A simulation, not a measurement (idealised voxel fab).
You're looking at the process module voxel ribs on slabs.
Section cut is 195 nm wide and gridded with 5 nm square cells.
When this document writes out a cross-section, it uses a grid of square cells and lists it as bands, beginning at the top and moving down, with a band standing for one or more rows of cells.
Band: top and bottom heights (nm) first, top before bottom; then materials from left to right, widths in nm. "edge to edge" marks a sole material filling the band edge to edge. "empty" denotes empty space.
Zero point of the height axis is 0; under it, received wafer = one material. Lowest band: continues down indefinitely, "0 down".
Top row gets the first number, bottom row gets the second, and each row in between changes by the same step: that is how a band width like "30->40" works.
Where the words "no alteration" appear for a step, the cross-section shows no cell changed by that step; every cell remained as before.
Enclosed voids (no open way to top), threshold 8 cells or more, entry "Completely sealed voids", notation width x height at distance, distance from left edge, nm.
after a step's settings: what the simulator itself notes on the step
overlay nm: step with mask; distance mask lay right of planned place; negative value = left of planned place.
Below is the list of planned process steps
- 1: RECEIVE: material Si
- 2: DIRECTIONAL_DEP: material SiO2, thk nm 20
- 3: DIRECTIONAL_DEP: material SiN, thk nm 25
- 4: MASKED_ETCH: tone cover, mask id RIB, width nm 15, etch materials SiN, depth nm 5, overlay nm 0
- 5: PATTERN: tone cover, mask id SLAB, material resist, width nm 55, thk nm 15, overlay nm 0
- 6: DIRECTIONAL_ETCH: etch materials SiN, depth nm 20
- 7: STRIP: etch materials resist
- 8: FILL_DEP: material SiO2, thk nm 30
- 9: CMP: height nm 65
- 10: DIRECTIONAL_DEP: material W, thk nm 10
- 11: DIRECTIONAL_DEP: material aC, thk nm 10
- 12: PATTERN: tone cover, mask id HEATER, material resist, width nm 25, thk nm 25, overlay nm 0
- 13: DIRECTIONAL_ETCH: etch materials aC, depth nm 10
- 14: STRIP: etch materials resist
- 15: DIRECTIONAL_ETCH: etch materials W, depth nm 10
- 16: STRIP: etch materials aC
- 17: CONFORMAL_DEP: material SiN, thk nm 10
Wafers differ in width nm at step 4; plan lists the first wafer's value; identical starting state.
Cross-section of the first of several wafers as received (after step 1)
  0 down = Si edge to edge
  Completely sealed voids: none
First of several wafers, sectioned at end of module (last step: step 17)
  85 to 75 = empty 75 nm, then SiN 45 nm, then empty 75 nm
  75 to 65 = SiN 85 nm, then W 25 nm, then SiN 85 nm
  65 to 45 = SiO2 edge to edge
  45 to 40 = SiO2 90 nm, then SiN 15 nm, then SiO2 90 nm
  40 to 20 = SiO2 70 nm, then SiN 55 nm, then SiO2 70 nm
  20 to 0 = SiO2 edge to edge
  0 down = Si edge to edge
  Completely sealed voids: none
Cross-section, last wafer, module completion
  85 to 75 = empty 75 nm, then SiN 45 nm, then empty 75 nm
  75 to 65 = SiN 85 nm, then W 25 nm, then SiN 85 nm
  65 to 45 = SiO2 edge to edge
  45 to 40 = SiO2 85 nm, then SiN 30 nm, then SiO2 80 nm
  40 to 20 = SiO2 70 nm, then SiN 55 nm, then SiO2 70 nm
  20 to 0 = SiO2 edge to edge
  0 down = Si edge to edge
  Completely sealed voids: none
Per wafer (row), end of module: delta in cells per material since receipt, (+) for gained, (-) for lost; closed voids after that
width nm 15 | +133 SiN | +460 SiO2 | +10 W | Completely sealed voids: none
width nm 20 | +134 SiN | +459 SiO2 | +10 W | Completely sealed voids: none
width nm 25 | +135 SiN | +458 SiO2 | +10 W | Completely sealed voids: none
width nm 30 | +136 SiN | +457 SiO2 | +10 W | Completely sealed voids: none
